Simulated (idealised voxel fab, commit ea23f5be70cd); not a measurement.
process module | voxel double patterning
cross-section cut | 210 nm wide | cells 5 nm
A cross-section is a grid of square cells, given in bands from the top down. A band is one or more rows of cells.
Each band's line starts with the height of the band's top and of its bottom, in nm. Then come its materials from left to right, each with its width in nm. One material with "throughout" fills the band from edge to edge. "air" is empty space.
Height 0 is the level under which the wafer as received is all one material. The lowest band goes on downwards, as in "0 down".
A width such as "30 to 40" changes by the same amount from each row of cells to the next, from the band's top row to its bottom row.
"no change" after a step means that no cell of the cross-section changed.
closed voids: empty space of 8 cells or more with no open way to the top, each as width x height at its distance from the left edge, in nm
after a step's settings: what the simulator itself notes on the step
overlay nm, on a step with a mask: how far to the right of its planned place the mask lay; to the left if negative
plan
1 op RECEIVE | material Si
2 op CONFORMAL_DEP | material SiN | thk nm 10
3 op DIRECTIONAL_DEP | material SiO2 | thk nm 5
4 op DIRECTIONAL_DEP | material SiCN | thk nm 10
5 op MASKED_ETCH | tone open | mask id FIRST | width nm 15 | pitch nm 50 | etch materials SiCN | depth nm 10 | overlay nm 0
6 op MASKED_ETCH | tone open | mask id SECOND | width nm 15 | pitch nm 50 | etch materials SiCN | depth nm 10 | overlay nm 0
7 op DIRECTIONAL_ETCH | etch materials SiO2 | depth nm 10
8 op STRIP | etch materials SiCN
varied across the wafers: thk nm of step 3. The plan shows the first wafer's value. All wafers start alike
first wafer as received, after step 1
  0 down: Si throughout
  closed voids: none
first wafer at the end, after step 8
  15 to 10: SiO2 45 | air 15 | SiO2 10 | air 15 | SiO2 10 | air 15 | SiO2 10 | air 15 | SiO2 10 | air 15 | SiO2 50
  10 to 0: SiN throughout
  0 down: Si throughout
  closed voids: none
last wafer at the end
  35 to 25: SiO2 45 | air 15 | SiO2 10 | air 15 | SiO2 10 | air 15 | SiO2 10 | air 15 | SiO2 10 | air 15 | SiO2 50
  25 to 10: SiO2 throughout
  10 to 0: SiN throughout
  0 down: Si throughout
  closed voids: none
each wafer at the end: cells of each material gained (+) or lost (-) since it was received, then its closed voids
thk nm 5 | +84 SiN | +27 SiO2 | closed voids: none
thk nm 10 | +84 SiN | +54 SiO2 | closed voids: none
thk nm 15 | +84 SiN | +96 SiO2 | closed voids: none
thk nm 20 | +84 SiN | +138 SiO2 | closed voids: none
thk nm 25 | +84 SiN | +180 SiO2 | closed voids: none
